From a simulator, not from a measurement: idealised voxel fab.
process module | voxel self aligned contacts
The cross-section on display is named cut; it measures 240 nm wide, and its cells are 5 nm squares.
A cross-section is written here as square cells arranged in a grid, and it is given in bands from the top down, each band taking up one or more rows of cells.
Band: top and bottom heights (nm) first, top before bottom; then materials from left to right, widths in nm. "all across" marks a sole material filling the band edge to edge. "empty" denotes empty space.
All heights in this document are referenced to 0, defined as the level beneath which the wafer, as received, consists entirely of one material. The lowest band is not bounded below; it extends indefinitely downward and is written in the form "top 0, no bottom".
Think of "30->40" as a width that walks from the first number to the second as you go down the band, top row to bottom row, taking equal-sized steps from row to row.
It should be understood that the words "remained the same", when stated for a given step, signify that the cross-section underwent no change in any of its cells during that step.
The list in "Sealed-off cavities" covers empty spaces of 8 cells or more that cannot reach the top through any open way, and it gives each as width x height at distance; the distance is from the left edge, and width, height and distance are in nm.
Heads up: the bit after the settings on a step's line is the simulator's remark on that step.
overlay nm: for a step with a mask, the amount by which the mask lay right of where it was planned; a negative amount means left of it.
Steps planned for the process
step 1: RECEIVE: material Si
step 2: CONFORMAL_DEP: material SiO2, thk nm 5
step 3: DIRECTIONAL_DEP: material polySi, thk nm 20
step 4: DIRECTIONAL_DEP: material SiN, thk nm 20
step 5: MASKED_ETCH: tone cover, mask id GATE, width nm 25, pitch nm 65, etch materials SiN, depth nm 20, overlay nm 0
step 6: MASKED_ETCH: tone cover, mask id GATE, width nm 25, pitch nm 65, etch materials polySi, depth nm 20, overlay nm 0
step 7: CONFORMAL_DEP: material SiN, thk nm 10
step 8: DIRECTIONAL_ETCH: etch materials SiN, depth nm 10
step 9: FILL_DEP: material SiO2, thk nm 10
step 10: CMP: height nm 50
step 11: DIRECTIONAL_DEP: material aC, thk nm 15
step 12: PATTERN: tone open, mask id CONTACT, material resist, width nm 50, pitch nm 65, thk nm 30, overlay nm 0
step 13: DIRECTIONAL_ETCH: etch materials aC, depth nm 15
step 14: STRIP: etch materials resist
step 15: DIRECTIONAL_ETCH: etch materials SiO2, depth nm 50
step 16: STRIP: etch materials aC
step 17: CONFORMAL_DEP: material TiN, thk nm 5
step 18: FILL_DEP: material Ru, thk nm 10
step 19: CMP: height nm 50
step 20: CONFORMAL_DEP: material SiN, thk nm 5
Cross-section: wafer on arrival = after step 1
- top 0, no bottom = Si all across
- Sealed-off cavities: none
As-planned run: cross-section of the first of two wafers at end of module
- top 55, bottom 50 = SiN all across
- top 50, bottom 45 = SiO2=60  TiN=20  Ru=10  TiN=20  SiO2=15  TiN=20  Ru=10  TiN=20  SiO2=65
- top 45, bottom 25 = SiO2=30  SiN=45  TiN=5  Ru=10  TiN=5  SiN=45  TiN=5  Ru=10  TiN=5  SiN=45  SiO2=35
- top 25, bottom 5 = SiO2=30  SiN=10  polySi=25  SiN=10  TiN=5  Ru=10  TiN=5  SiN=10  polySi=25  SiN=10  TiN=5  Ru=10  TiN=5  SiN=10  polySi=25  SiN=10  SiO2=35
- top 5, bottom 0 = SiO2=75  TiN=20  SiO2=45  TiN=20  SiO2=80
- top 0, no bottom = Si all across
- Sealed-off cavities: none
End of module, second wafer, cross-section. Started like the first, planned like the first, run with one mistake
- top 55, bottom 50 = SiN all across
- top 50, bottom 45 = SiO2=60  TiN=20  Ru=10  TiN=20  SiO2=15  TiN=20  Ru=10  TiN=20  SiO2=65
- top 45, bottom 30 = SiO2=30  SiN=45  TiN=5  Ru=10  TiN=5  SiN=45  TiN=5  Ru=10  TiN=5  SiN=45  SiO2=35
- top 30, bottom 25 = SiO2=30  SiN=45  TiN=5  Ru=5  TiN=10  SiN=45  TiN=5  Ru=5  TiN=10  SiN=45  SiO2=35
- top 25, bottom 5 = SiO2=25  SiN=10  polySi=30  SiN=10  TiN=5  Ru=5  TiN=5  SiN=10  polySi=30  SiN=10  TiN=5  Ru=5  TiN=5  SiN=10  polySi=30  SiN=10  SiO2=35
- top 5, bottom 0 = SiO2=75  TiN=15  SiO2=50  TiN=15  SiO2=85
- top 0, no bottom = Si all across
- Sealed-off cavities: none
Deviation noted in wafer processing: step 6, actual vs plan mismatch, actual run MASKED_ETCH: tone cover, mask id GATE, width nm 25, pitch nm 65, etch materials polySi, depth nm 20, overlay nm -5
Once processing is complete, comparing cell counts shows that the second wafer has more or fewer of certain materials than the first: -10 Ru | -2 SiO2 | +12 polySi
